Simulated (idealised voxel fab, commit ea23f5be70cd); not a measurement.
process module | voxel wiring stack
cross-section cut | 210 nm wide | cells 5 nm
A cross-section is a grid of square cells, given in bands from the top down. A band is one or more rows of cells.
Each band's line starts with the height of the band's top and of its bottom, in nm. Then come its materials from left to right, each with its width in nm. One material with "throughout" fills the band from edge to edge. "air" is empty space.
Height 0 is the level under which the wafer as received is all one material. The lowest band goes on downwards, as in "0 down".
A width such as "30 to 40" changes by the same amount from each row of cells to the next, from the band's top row to its bottom row.
"no change" after a step means that no cell of the cross-section changed.
closed voids: empty space of 8 cells or more with no open way to the top, each as width x height at its distance from the left edge, in nm
after a step's settings: what the simulator itself notes on the step
overlay nm, on a step with a mask: how far to the right of its planned place the mask lay; to the left if negative
plan
1 op RECEIVE | material Si
2 op CONFORMAL_DEP | material SiO2 | thk nm 15
3 op DIRECTIONAL_DEP | material TiN | thk nm 5
4 op DIRECTIONAL_DEP | material Ru | thk nm 25
5 op DIRECTIONAL_DEP | material aC | thk nm 15
6 op PATTERN | tone cover | mask id METAL_1 | material resist | width nm 30 | pitch nm 55 | thk nm 35 | overlay nm 0
7 op DIRECTIONAL_ETCH | etch materials aC | depth nm 15
8 op STRIP | etch materials resist
9 op DIRECTIONAL_ETCH | etch materials Ru | depth nm 25
10 op DIRECTIONAL_ETCH | etch materials TiN | depth nm 5
11 op STRIP | etch materials aC
12 op CONFORMAL_DEP | material SiN | thk nm 5
13 op FILL_DEP | material SiO2 | thk nm 5
14 op CMP | height nm 45
15 op CONFORMAL_DEP | material SiCN | thk nm 5
16 op DIRECTIONAL_DEP | material SiO2 | thk nm 35
17 op MASKED_ETCH | tone open | mask id METAL_2_HOLES | width nm 15 | pitch nm 55 | etch materials SiO2 | depth nm 35 | overlay nm 0
18 op MASKED_ETCH | tone open | mask id METAL_2 | width nm 30 | pitch nm 55 | etch materials SiO2 | depth nm 20 | overlay nm 0
19 op MASKED_ETCH | tone open | mask id METAL_2 | width nm 30 | pitch nm 55 | etch materials SiCN | depth nm 5 | overlay nm 0
20 op CONFORMAL_DEP | material TiN | thk nm 5
21 op FILL_DEP | material Ru | thk nm 5
22 op CMP | height nm 85
23 op CONFORMAL_DEP | material SiCN | thk nm 5
24 op DIRECTIONAL_DEP | material lowk | thk nm 15
25 op PATTERN | tone open | mask id PLUG_2 | material resist | width nm 15 | thk nm 20 | overlay nm 0
26 op DIRECTIONAL_ETCH | etch materials lowk | depth nm 15
27 op DIRECTIONAL_ETCH | etch materials SiCN | depth nm 5
28 op STRIP | etch materials resist
29 op EPI | material Ru | thk nm 10
30 op EPI | material Ru | thk nm 10
31 op DIRECTIONAL_DEP | material TiN | thk nm 5
32 op DIRECTIONAL_DEP | material Ru | thk nm 15
33 op MASKED_ETCH | tone cover | mask id METAL_3 | width nm 30 | pitch nm 55 | etch materials Ru | depth nm 15 | overlay nm 0
34 op MASKED_ETCH | tone cover | mask id METAL_3 | width nm 30 | pitch nm 55 | etch materials TiN | depth nm 5 | overlay nm 0
35 op CONFORMAL_DEP | material SiN | thk nm 5
36 op FILL_DEP | material SiO2 | thk nm 10
37 op CMP | height nm 125
38 op CONFORMAL_DEP | material SiN | thk nm 5
as received, after step 1
  0 down: Si throughout
  closed voids: none
first wafer at the end, as planned
  130 to 125: SiN throughout
  125 to 110: SiO2 55 | SiN 5 | Ru 30 | SiN 5 | SiO2 15 | SiN 5 | Ru 30 | SiN 5 | SiO2 60
  110 to 105: SiN 60 | TiN 30 | SiN 25 | TiN 30 | SiN 65
  105 to 90: lowk 60 | Ru 15 | lowk 135
  90 to 85: SiCN 60 | Ru 15 | SiCN 135
  85 to 70: SiO2 60 | TiN 5 | Ru 20 | TiN 5 | SiO2 25 | TiN 5 | Ru 20 | TiN 5 | SiO2 65
  70 to 65: SiO2 60 | TiN 5 | Ru 5 | TiN 20 | SiO2 25 | TiN 5 | Ru 5 | TiN 20 | SiO2 65
  65 to 50: SiO2 60 | TiN 5 | Ru 5 | TiN 5 | SiO2 40 | TiN 5 | Ru 5 | TiN 5 | SiO2 80
  50 to 45: SiCN 60 | TiN 15 | SiCN 40 | TiN 15 | SiCN 80
  45 to 20: SiO2 55 | SiN 5 | Ru 30 | SiN 5 | SiO2 15 | SiN 5 | Ru 30 | SiN 5 | SiO2 60
  20 to 15: SiN 60 | TiN 30 | SiN 25 | TiN 30 | SiN 65
  15 to 0: SiO2 throughout
  0 down: Si throughout
  closed voids: none
second wafer at the end: like start, like plan, one mistake
  130 to 125: SiN throughout
  125 to 110: SiO2 55 | SiN 5 | Ru 30 | SiN 5 | SiO2 15 | SiN 5 | Ru 30 | SiN 5 | SiO2 60
  110 to 105: SiN 60 | TiN 30 | SiN 25 | TiN 30 | SiN 65
  105 to 90: lowk 60 | Ru 15 | lowk 135
  90 to 85: SiCN 60 | Ru 15 | SiCN 135
  85 to 70: SiO2 60 | TiN 5 | Ru 20 | TiN 5 | SiO2 25 | TiN 5 | Ru 20 | TiN 5 | SiO2 65
  70 to 65: SiO2 60 | TiN 5 | Ru 5 | TiN 20 | SiO2 25 | TiN 5 | Ru 5 | TiN 20 | SiO2 65
  65 to 50: SiO2 60 | TiN 5 | Ru 5 | TiN 5 | SiO2 40 | TiN 5 | Ru 5 | TiN 5 | SiO2 80
  50 to 45: SiCN 60 | TiN 15 | SiCN 40 | TiN 15 | SiCN 80
  45 to 20: SiN throughout
  20 to 15: TiN throughout
  15 to 0: SiO2 throughout
  0 down: Si throughout
  closed voids: none
what went wrong: step 4 ran as: op DIRECTIONAL_DEP | material SiN | thk nm 25
at the end the second wafer has, in cells: 60 fewer of Ru | 160 more of SiN | 130 fewer of SiO2 | 30 more of TiN
